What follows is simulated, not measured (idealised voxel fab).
You're looking at the process module voxel self aligned contacts.
cross-section cut | 290 nm wide | cells 5 nm
Reading order for cross-sections: top band down to bottom band. Underlying form: a grid of square cells. Band size: one or more rows of cells.
It is stipulated that each band's entry specify, in nanometres, the height of the top of the band and then that of its bottom, followed by the materials of the band in left-to-right sequence, each together with its width in nanometres. A single material marked by the word "all across" is understood to fill the band from edge to edge; the word "air" is understood to denote empty space.
A quick word on heights: they are counted from 0, and under that level the wafer as it came to us is one material throughout. The lowest band is different from the rest in having no bottom; it simply continues downward, written as in "0 and below".
The width entry "30..40" should be interpreted row by row: the top row of cells in the band takes the first number, the bottom row takes the second number, and the change between adjacent rows is uniform throughout.
Given "left unchanged" for a step, no cell of the cross-section differs between before and after that step.
Closed empty spaces (no open way to the top) of 8 cells or more are what "Sealed void listing" lists, each as width x height at distance from the left edge, nm for all three.
The remark found on a step's line after its settings is issued by the simulator itself and pertains to that step.
overlay nm, on a step with a mask: how far to the right of its planned place the mask lay; to the left if negative

Here's what the planned process steps look like:
1. RECEIVE | material Si
2. OXIDIZE | depth nm 5
3. DIRECTIONAL_DEP | material polySi | thk nm 25
4. DIRECTIONAL_DEP | material SiN | thk nm 20
5. DIRECTIONAL_DEP | material aC | thk nm 15
6. PATTERN | tone cover | mask id GATE | material resist | width nm 25 | pitch nm 70 | thk nm 30 | overlay nm 0
7. DIRECTIONAL_ETCH | etch materials aC | depth nm 15
8. STRIP | etch materials resist
9. DIRECTIONAL_ETCH | etch materials SiN | depth nm 20
10. DIRECTIONAL_ETCH | etch materials polySi | depth nm 25
11. STRIP | etch materials aC
12. CONFORMAL_DEP | material SiN | thk nm 10
13. DIRECTIONAL_ETCH | etch materials SiN | depth nm 10
14. FILL_DEP | material SiO2 | thk nm 20
15. CMP | height nm 55
16. MASKED_ETCH | tone open | mask id CONTACT | width nm 55 | etch materials SiO2 | depth nm 60 | overlay nm 0
17. CONFORMAL_DEP | material TiN | thk nm 5
18. FILL_DEP | material W | thk nm 10
19. CMP | height nm 55
20. CONFORMAL_DEP | material SiN | thk nm 5

First of two wafers - as planned:

Cross-section, incoming material, after step 1:
* 0 and below | Si all across
* Sealed void listing: none

After step 2: wafer cross-section:
* 0 down to -5 | SiO2 all across
* All layers under -5 are left as they were.

After step 3: wafer cross-section:
* 25 down to 0 | polySi all across
* All layers under 0 are left as they were.

After step 4: wafer cross-section:
* 45 down to 25 | SiN all across
* All layers under 25 are left as they were.

After step 5: wafer cross-section:
* 60 down to 45 | aC all across
* All layers under 45 are left as they were.

After step 6: wafer cross-section:
* 90 down to 60 | 95 air; 25 resist; 45 air; 25 resist; 100 air
* All layers under 60 are left as they were.

After step 7: wafer cross-section:
* 75 down to 60 | 95 air; 25 resist; 45 air; 25 resist; 100 air
* 60 down to 45 | 95 air; 25 aC; 45 air; 25 aC; 100 air
* All layers under 45 are left as they were.

After step 8: wafer cross-section:
* 60 down to 45 | 95 air; 25 aC; 45 air; 25 aC; 100 air
* All layers under 45 are left as they were.

After step 9: wafer cross-section:
* 60 down to 45 | 95 air; 25 aC; 45 air; 25 aC; 100 air
* 45 down to 25 | 95 air; 25 SiN; 45 air; 25 SiN; 100 air
* All layers under 25 are left as they were.

After step 10: wafer cross-section:
* 60 down to 45 | 95 air; 25 aC; 45 air; 25 aC; 100 air
* 45 down to 25 | 95 air; 25 SiN; 45 air; 25 SiN; 100 air
* 25 down to 0 | 95 air; 25 polySi; 45 air; 25 polySi; 100 air
* All layers under 0 are left as they were.

After step 11: wafer cross-section:
* 45 down to 25 | 95 air; 25 SiN; 45 air; 25 SiN; 100 air
* All layers under 25 are left as they were.

After step 12: wafer cross-section:
* 55 down to 25 | 85 air; 45 SiN; 25 air; 45 SiN; 90 air
* 25 down to 10 | 85 air; 10 SiN; 25 polySi; 10 SiN; 25 air; 10 SiN; 25 polySi; 10 SiN; 90 air
* 10 down to 0 | 95 SiN; 25 polySi; 45 SiN; 25 polySi; 100 SiN
* All layers under 0 are left as they were.

After step 13: wafer cross-section:
* 45 down to 25 | 85 air; 45 SiN; 25 air; 45 SiN; 90 air
* 25 down to 0 | 85 air; 10 SiN; 25 polySi; 10 SiN; 25 air; 10 SiN; 25 polySi; 10 SiN; 90 air
* All layers under 0 are left as they were.

After step 14: wafer cross-section:
* 65 down to 45 | SiO2 all across
* 45 down to 25 | 85 SiO2; 45 SiN; 25 SiO2; 45 SiN; 90 SiO2
* 25 down to 0 | 85 SiO2; 10 SiN; 25 polySi; 10 SiN; 25 SiO2; 10 SiN; 25 polySi; 10 SiN; 90 SiO2
* All layers under 0 are left as they were.

After step 15: wafer cross-section:
* 55 down to 45 | SiO2 all across
* All layers under 45 are left as they were.

After step 16: wafer cross-section:
* 55 down to 45 | 115 SiO2; 55 air; 120 SiO2
* 45 down to 25 | 85 SiO2; 45 SiN; 25 air; 45 SiN; 90 SiO2
* 25 down to 0 | 85 SiO2; 10 SiN; 25 polySi; 10 SiN; 25 air; 10 SiN; 25 polySi; 10 SiN; 90 SiO2
* 0 down to -5 | 130 SiO2; 25 air; 135 SiO2
* All layers under -5 are left as they were.

After step 17: wafer cross-section:
* 60 down to 55 | 120 TiN; 45 air; 125 TiN
* 55 down to 45 | 115 SiO2; 5..20 TiN; 45..15 air; 5..20 TiN; 120 SiO2
* 45 down to 25 | 85 SiO2; 45 SiN; 5 TiN; 15 air; 5 TiN; 45 SiN; 90 SiO2
* 25 down to 0 | 85 SiO2; 10 SiN; 25 polySi; 10 SiN; 5 TiN; 15 air; 5 TiN; 10 SiN; 25 polySi; 10 SiN; 90 SiO2
* 0 down to -5 | 130 SiO2; 25 TiN; 135 SiO2
* All layers under -5 are left as they were.

After step 18: wafer cross-section:
* 70 down to 60 | W all across
* 60 down to 55 | 120 TiN; 45 W; 125 TiN
* 55 down to 45 | 115 SiO2; 5..20 TiN; 45..15 W; 5..20 TiN; 120 SiO2
* 45 down to 25 | 85 SiO2; 45 SiN; 5 TiN; 15 W; 5 TiN; 45 SiN; 90 SiO2
* 25 down to 0 | 85 SiO2; 10 SiN; 25 polySi; 10 SiN; 5 TiN; 15 W; 5 TiN; 10 SiN; 25 polySi; 10 SiN; 90 SiO2
* All layers under 0 are left as they were.

After step 19: wafer cross-section:
* 55 down to 45 | 115 SiO2; 5..20 TiN; 45..15 W; 5..20 TiN; 120 SiO2
* All layers under 45 are left as they were.

After step 20: wafer cross-section:
* 60 down to 55 | SiN all across
* All layers under 55 are left as they were.

Now the other wafer: same start, same recipe, but we messed up one thing when running it. Up to and including step 1 it's the same as the first one:

At the planned end of step 2, the second wafer in cross-section: left unchanged

At the planned end of step 3, the second wafer in cross-section:
* 25 down to 0 | polySi all across
* All layers under 0 are left as they were.

At the planned end of step 4, the second wafer in cross-section:
* 45 down to 25 | SiN all across
* All layers under 25 are left as they were.

At the planned end of step 5, the second wafer in cross-section:
* 60 down to 45 | aC all across
* All layers under 45 are left as they were.

At the planned end of step 6, the second wafer in cross-section:
* 90 down to 60 | 95 air; 25 resist; 45 air; 25 resist; 100 air
* All layers under 60 are left as they were.

At the planned end of step 7, the second wafer in cross-section:
* 75 down to 60 | 95 air; 25 resist; 45 air; 25 resist; 100 air
* 60 down to 45 | 95 air; 25 aC; 45 air; 25 aC; 100 air
* All layers under 45 are left as they were.

At the planned end of step 8, the second wafer in cross-section:
* 60 down to 45 | 95 air; 25 aC; 45 air; 25 aC; 100 air
* All layers under 45 are left as they were.

At the planned end of step 9, the second wafer in cross-section:
* 60 down to 45 | 95 air; 25 aC; 45 air; 25 aC; 100 air
* 45 down to 25 | 95 air; 25 SiN; 45 air; 25 SiN; 100 air
* All layers under 25 are left as they were.

At the planned end of step 10, the second wafer in cross-section:
* 60 down to 45 | 95 air; 25 aC; 45 air; 25 aC; 100 air
* 45 down to 25 | 95 air; 25 SiN; 45 air; 25 SiN; 100 air
* 25 down to 0 | 95 air; 25 polySi; 45 air; 25 polySi; 100 air
* All layers under 0 are left as they were.

At the planned end of step 11, the second wafer in cross-section:
* 45 down to 25 | 95 air; 25 SiN; 45 air; 25 SiN; 100 air
* All layers under 25 are left as they were.

At the planned end of step 12, the second wafer in cross-section:
* 55 down to 25 | 85 air; 45 SiN; 25 air; 45 SiN; 90 air
* 25 down to 10 | 85 air; 10 SiN; 25 polySi; 10 SiN; 25 air; 10 SiN; 25 polySi; 10 SiN; 90 air
* 10 down to 0 | 95 SiN; 25 polySi; 45 SiN; 25 polySi; 100 SiN
* All layers under 0 are left as they were.

At the planned end of step 13, the second wafer in cross-section:
* 45 down to 25 | 85 air; 45 SiN; 25 air; 45 SiN; 90 air
* 25 down to 0 | 85 air; 10 SiN; 25 polySi; 10 SiN; 25 air; 10 SiN; 25 polySi; 10 SiN; 90 air
* All layers under 0 are left as they were.

At the planned end of step 14, the second wafer in cross-section:
* 65 down to 45 | SiO2 all across
* 45 down to 25 | 85 SiO2; 45 SiN; 25 SiO2; 45 SiN; 90 SiO2
* 25 down to 0 | 85 SiO2; 10 SiN; 25 polySi; 10 SiN; 25 SiO2; 10 SiN; 25 polySi; 10 SiN; 90 SiO2
* All layers under 0 are left as they were.

At the planned end of step 15, the second wafer in cross-section:
* 55 down to 45 | SiO2 all across
* All layers under 45 are left as they were.

At the planned end of step 16, the second wafer in cross-section:
* 55 down to 45 | 115 SiO2; 55 air; 120 SiO2
* 45 down to 25 | 85 SiO2; 45 SiN; 25 air; 45 SiN; 90 SiO2
* 25 down to 0 | 85 SiO2; 10 SiN; 25 polySi; 10 SiN; 25 air; 10 SiN; 25 polySi; 10 SiN; 90 SiO2
* All layers under 0 are left as they were.

At the planned end of step 17, the second wafer in cross-section:
* 60 down to 55 | 120 TiN; 45 air; 125 TiN
* 55 down to 45 | 115 SiO2; 5..20 TiN; 45..15 air; 5..20 TiN; 120 SiO2
* 45 down to 25 | 85 SiO2; 45 SiN; 5 TiN; 15 air; 5 TiN; 45 SiN; 90 SiO2
* 25 down to 5 | 85 SiO2; 10 SiN; 25 polySi; 10 SiN; 5 TiN; 15 air; 5 TiN; 10 SiN; 25 polySi; 10 SiN; 90 SiO2
* 5 down to 0 | 85 SiO2; 10 SiN; 25 polySi; 10 SiN; 25 TiN; 10 SiN; 25 polySi; 10 SiN; 90 SiO2
* All layers under 0 are left as they were.

At the planned end of step 18, the second wafer in cross-section:
* 70 down to 60 | W all across
* 60 down to 55 | 120 TiN; 45 W; 125 TiN
* 55 down to 45 | 115 SiO2; 5..20 TiN; 45..15 W; 5..20 TiN; 120 SiO2
* 45 down to 25 | 85 SiO2; 45 SiN; 5 TiN; 15 W; 5 TiN; 45 SiN; 90 SiO2
* 25 down to 5 | 85 SiO2; 10 SiN; 25 polySi; 10 SiN; 5 TiN; 15 W; 5 TiN; 10 SiN; 25 polySi; 10 SiN; 90 SiO2
* All layers under 5 are left as they were.

At the planned end of step 19, the second wafer in cross-section:
* 55 down to 45 | 115 SiO2; 5..20 TiN; 45..15 W; 5..20 TiN; 120 SiO2
* All layers under 45 are left as they were.

At the planned end of step 20, the second wafer in cross-section:
* 60 down to 55 | SiN all across
* All layers under 55 are left as they were.
Deviation from plan: it should be noted that step 2 of the plan was omitted and was not performed
FYI, end of process, the second wafer has more or fewer cells of some materials than the first: Si +58 | SiO2 -53 | TiN -2 | W -3
